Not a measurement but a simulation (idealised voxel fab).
process module | voxel wiring stack
cross-section cut | 285 nm wide | cells 5 nm
A cross-section is a grid of square cells, given in bands from the top down. A band is one or more rows of cells.
Each band's line starts with the height of the band's top and of its bottom, in nm. Then come its materials from left to right, each with its width in nm. One material with "throughout" fills the band from edge to edge. "air" is empty space.
Height 0 is the level under which the wafer as received is all one material. The lowest band goes on downwards, as in "0 down".
A width such as "30 to 40" changes by the same amount from each row of cells to the next, from the band's top row to its bottom row.
"no change" after a step means that no cell of the cross-section changed.
closed voids: empty space of 8 cells or more with no open way to the top, each as width x height at its distance from the left edge, in nm
after a step's settings: what the simulator itself notes on the step
overlay nm, on a step with a mask: how far to the right of its planned place the mask lay; to the left if negative
plan
1 op RECEIVE | material Si
2 op CONFORMAL_DEP | material SiO2 | thk nm 15
3 op DIRECTIONAL_DEP | material TiN | thk nm 5
4 op DIRECTIONAL_DEP | material Ru | thk nm 15
5 op PATTERN | tone cover | mask id METAL_1 | material resist | width nm 30 | pitch nm 45 | thk nm 15 | overlay nm 0
6 op DIRECTIONAL_ETCH | etch materials Ru | depth nm 15
7 op DIRECTIONAL_ETCH | etch materials TiN | depth nm 5
8 op STRIP | etch materials resist
9 op CONFORMAL_DEP | material SiCN | thk nm 5
10 op FILL_DEP | material SiO2 | thk nm 10
11 op CMP | height nm 35
12 op CONFORMAL_DEP | material SiCN | thk nm 5
13 op DIRECTIONAL_DEP | material lowk | thk nm 10
14 op DIRECTIONAL_DEP | material aC | thk nm 10
15 op PATTERN | tone open | mask id PLUG_1 | material resist | width nm 15 | thk nm 25 | overlay nm 0
16 op DIRECTIONAL_ETCH | etch materials aC | depth nm 10
17 op STRIP | etch materials resist
18 op DIRECTIONAL_ETCH | etch materials lowk | depth nm 20
19 op DIRECTIONAL_ETCH | etch materials SiCN | depth nm 5
20 op STRIP | etch materials aC
21 op CONFORMAL_DEP | material TiN | thk nm 5
22 op FILL_DEP | material W | thk nm 10
23 op CMP | height nm 60
24 op CONFORMAL_DEP | material SiCN | thk nm 5
25 op DIRECTIONAL_DEP | material SiO2 | thk nm 15
26 op MASKED_ETCH | tone open | mask id METAL_2 | width nm 30 | pitch nm 45 | etch materials SiO2 | depth nm 15 | overlay nm 0
27 op MASKED_ETCH | tone open | mask id METAL_2 | width nm 30 | pitch nm 45 | etch materials SiCN | depth nm 5 | overlay nm 0
28 op CONFORMAL_DEP | material TiN | thk nm 5
29 op FILL_DEP | material Cu | thk nm 10
30 op CMP | height nm 80
31 op CONFORMAL_DEP | material SiCN | thk nm 5
32 op DIRECTIONAL_DEP | material lowk | thk nm 10
33 op MASKED_ETCH | tone open | mask id PLUG_2 | width nm 15 | etch materials lowk | depth nm 10 | overlay nm 0
34 op MASKED_ETCH | tone open | mask id PLUG_2 | width nm 15 | etch materials SiCN | depth nm 5 | overlay nm 0
35 op EPI | material Ru | thk nm 10
36 op EPI | material Ru | thk nm 5
37 op CONFORMAL_DEP | material SiN | thk nm 5
38 op DIRECTIONAL_DEP | material SiO2 | thk nm 15
39 op DIRECTIONAL_DEP | material aC | thk nm 15
40 op PATTERN | tone open | mask id METAL_3 | material resist | width nm 30 | pitch nm 45 | thk nm 35 | overlay nm 0
41 op DIRECTIONAL_ETCH | etch materials aC | depth nm 15
42 op STRIP | etch materials resist
43 op DIRECTIONAL_ETCH | etch materials SiO2 | depth nm 15
44 op DIRECTIONAL_ETCH | etch materials SiN | depth nm 5
45 op STRIP | etch materials aC
46 op CONFORMAL_DEP | material TiN | thk nm 5
47 op FILL_DEP | material Ru | thk nm 10
48 op CMP | height nm 115
49 op CONFORMAL_DEP | material SiCN | thk nm 5
50 op DIRECTIONAL_DEP | material lowk | thk nm 30
51 op PATTERN | tone open | mask id METAL_4_HOLES | material resist | width nm 15 | thk nm 20 | overlay nm 0
52 op DIRECTIONAL_ETCH | etch materials lowk | depth nm 30
53 op STRIP | etch materials resist
54 op PATTERN | tone open | mask id METAL_4 | material resist | width nm 30 | pitch nm 45 | thk nm 15 | overlay nm 0
55 op DIRECTIONAL_ETCH | etch materials lowk | depth nm 20
56 op DIRECTIONAL_ETCH | etch materials SiCN | depth nm 5
57 op STRIP | etch materials resist
58 op CONFORMAL_DEP | material TiN | thk nm 5
59 op FILL_DEP | material Cu | thk nm 5
60 op CMP | height nm 150
61 op CONFORMAL_DEP | material SiN | thk nm 5
varied across the wafers: thk nm of step 13. The plan shows the first wafer's value. All wafers start alike
first wafer as received, after step 1
  0 down: Si throughout
  closed voids: none
first wafer at the end, after step 61
  155 to 150: SiN throughout
  150 to 135: lowk 105 | TiN 5 | Cu 20 | TiN 5 | lowk 15 | TiN 5 | Cu 20 | TiN 5 | lowk 105
  135 to 130: lowk 105 | TiN 5 | Cu 5 | TiN 20 | lowk 15 | TiN 30 | lowk 105
  130 to 120: lowk 105 | TiN 5 | Cu 5 | TiN 5 | lowk 165
  120 to 115: SiCN 105 | TiN 15 | SiCN 165
  115 to 100: SiO2 105 | TiN 5 | Ru 20 | TiN 5 | SiO2 15 | TiN 5 | Ru 20 | TiN 5 | SiO2 105
  100 to 95: SiN 105 | TiN 30 | SiN 15 | TiN 30 | SiN 105
  95 to 85: lowk 105 | Ru 15 | lowk 165
  85 to 80: SiCN 105 | Ru 15 | SiCN 165
  80 to 65: SiO2 105 | TiN 5 | Cu 20 | TiN 5 | SiO2 15 | TiN 5 | Cu 20 | TiN 5 | SiO2 105
  65 to 60: SiCN 105 | TiN 30 | SiCN 15 | TiN 30 | SiCN 105
  60 to 55: W throughout
  55 to 50: TiN 110 | W 5 | TiN 170
  50 to 40: lowk 105 | TiN 5 | W 5 | TiN 5 | lowk 165
  40 to 35: SiCN 105 | TiN 15 | SiCN 165
  35 to 20: SiO2 100 | SiCN 5 | Ru 30 | SiCN 5 | SiO2 5 | SiCN 5 | Ru 30 | SiCN 5 | SiO2 100
  20 to 15: SiCN 105 | TiN 30 | SiCN 15 | TiN 30 | SiCN 105
  15 to 0: SiO2 throughout
  0 down: Si throughout
  closed voids: none
last wafer at the end
  155 to 150: SiN throughout
  150 to 135: lowk 105 | TiN 5 | Cu 20 | TiN 5 | lowk 15 | TiN 5 | Cu 20 | TiN 5 | lowk 105
  135 to 130: lowk 105 | TiN 5 | Cu 5 | TiN 20 | lowk 15 | TiN 30 | lowk 105
  130 to 120: lowk 105 | TiN 5 | Cu 5 | TiN 5 | lowk 165
  120 to 115: SiCN 105 | TiN 15 | SiCN 165
  115 to 100: SiO2 105 | TiN 5 | Ru 20 | TiN 5 | SiO2 15 | TiN 5 | Ru 20 | TiN 5 | SiO2 105
  100 to 95: SiN 105 | TiN 30 | SiN 15 | TiN 30 | SiN 105
  95 to 85: lowk 105 | Ru 15 | lowk 165
  85 to 80: SiCN 105 | Ru 15 | SiCN 165
  80 to 65: SiO2 105 | TiN 5 | Cu 20 | TiN 5 | SiO2 15 | TiN 5 | Cu 20 | TiN 5 | SiO2 105
  65 to 60: SiCN 105 | TiN 30 | SiCN 15 | TiN 30 | SiCN 105
  60 to 55: lowk 105 | TiN 15 | lowk 165
  55 to 40: lowk throughout
  40 to 35: SiCN throughout
  35 to 20: SiO2 100 | SiCN 5 | Ru 30 | SiCN 5 | SiO2 5 | SiCN 5 | Ru 30 | SiCN 5 | SiO2 100
  20 to 15: SiCN 105 | TiN 30 | SiCN 15 | TiN 30 | SiCN 105
  15 to 0: SiO2 throughout
  0 down: Si throughout
  closed voids: none
each wafer at the end: cells of each material gained (+) or lost (-) since it was received, then its closed voids
thk nm 10 | +51 Cu | +69 Ru | +264 SiCN | +102 SiN | +564 SiO2 | +153 TiN | +60 W | +504 lowk | closed voids: none
thk nm 15 | +51 Cu | +69 Ru | +264 SiCN | +102 SiN | +564 SiO2 | +155 TiN | +4 W | +558 lowk | closed voids: none
thk nm 20 | +51 Cu | +69 Ru | +264 SiCN | +102 SiN | +564 SiO2 | +101 TiN | +4 W | +612 lowk | closed voids: none
thk nm 25 | +51 Cu | +69 Ru | +267 SiCN | +102 SiN | +564 SiO2 | +97 TiN | +2 W | +615 lowk | closed voids: none
thk nm 30 | +51 Cu | +69 Ru | +267 SiCN | +102 SiN | +564 SiO2 | +95 TiN | +1 W | +618 lowk | closed voids: none
thk nm 35 | +51 Cu | +69 Ru | +267 SiCN | +102 SiN | +564 SiO2 | +93 TiN | +621 lowk | closed voids: none
